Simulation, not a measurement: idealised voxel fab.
The process module presented herein is designated voxel self aligned vias.
185 nm wide, 5 nm square cells: that's cross-section cut.
Cross-sections here: square-cell grids, written as top-down lists of bands, a band being one or more rows of cells. In this notation a band is specified by the heights of its top and bottom, in that order and in nm, after which its materials appear from left to right, each paired with its width in nm. The word "throughout" attached to a single material means that material fills the band from edge to edge; the word "empty" stands for empty space. The reference from which all heights are counted is 0, the level beneath which the as-received wafer is entirely one material; the lowest band, having no lower bound, proceeds downward and is written after the example "0 -> down". When a width is written as two numbers, as in "30 to 40", the first number is the width in the top row of cells of the band and the second is the width in its bottom row, and the width changes by the same amount from each row to the next. "no alteration" means the step left every cell of the cross-section as it was. "Sealed internal cavities" - sealed voids, min. 8 cells, no opening to top; format: width x height at distance (distance from left edge; nm throughout). If you see something after the settings on a step's line, that's the simulator's own remark about that step. overlay nm: how far to the right of its planned place the mask lay on this masked step (negative: to the left).

### The process steps that were planned are listed below
step 1: RECEIVE,material Si
step 2: CONFORMAL_DEP,material SiO2,thk nm 15
step 3: CONFORMAL_DEP,material SiCN,thk nm 5
step 4: DIRECTIONAL_DEP,material lowk,thk nm 30
step 5: DIRECTIONAL_DEP,material aC,thk nm 10
step 6: PATTERN,tone open,mask id LINES,material resist,width nm 25,pitch nm 55,thk nm 30,overlay nm 0
step 7: DIRECTIONAL_ETCH,etch materials aC,depth nm 10
step 8: STRIP,etch materials resist
step 9: DIRECTIONAL_ETCH,etch materials lowk,depth nm 30
step 10: STRIP,etch materials aC
step 11: CONFORMAL_DEP,material TiN,thk nm 5
step 12: FILL_DEP,material Ru,thk nm 5
step 13: CMP,height nm 50
step 14: SELECTIVE_ETCH,etch materials W Ru TiN,depth nm 5
step 15: FILL_DEP,material SiN,thk nm 10
step 16: CMP,height nm 50
step 17: DIRECTIONAL_DEP,material lowk,thk nm 15
step 18: PATTERN,tone open,mask id VIAS,material resist,width nm 35,pitch nm 55,thk nm 15,overlay nm 0
step 19: DIRECTIONAL_ETCH,etch materials lowk,depth nm 15
step 20: DIRECTIONAL_ETCH,etch materials SiN,depth nm 5
step 21: STRIP,etch materials resist
step 22: CONFORMAL_DEP,material TiN,thk nm 5
step 23: FILL_DEP,material W,thk nm 10
step 24: CMP,height nm 65
step 25: CONFORMAL_DEP,material SiCN,thk nm 5

### Delivered wafer in cross-section: state after step 1
    0 -> down = Si throughout
    Sealed internal cavities: none

### One mistake in running the module, otherwise start and plan as above: cross-section at the end
    70 -> 65 = SiCN throughout
    65 -> 50 = 20 lowk, 5 TiN, 25 W, 5 TiN, 20 lowk, 5 TiN, 25 W, 5 TiN, 20 lowk, 5 TiN, 25 W, 5 TiN, 20 lowk
    50 -> 45 = 20 SiN, 35 TiN, 20 SiN, 35 TiN, 20 SiN, 35 TiN, 20 SiN
    45 -> 25 = 25 lowk, 5 TiN, 15 Ru, 5 TiN, 30 lowk, 5 TiN, 15 Ru, 5 TiN, 30 lowk, 5 TiN, 15 Ru, 5 TiN, 25 lowk
    25 -> 20 = 25 lowk, 25 TiN, 30 lowk, 25 TiN, 30 lowk, 25 TiN, 25 lowk
    20 -> 15 = SiCN throughout
    15 -> 0 = SiO2 throughout
    0 -> down = Si throughout
    Sealed internal cavities: none
What was the processing mistake? note that step 4 departed from the planned setting and was carried out as DIRECTIONAL_DEP,material lowk,thk nm 25
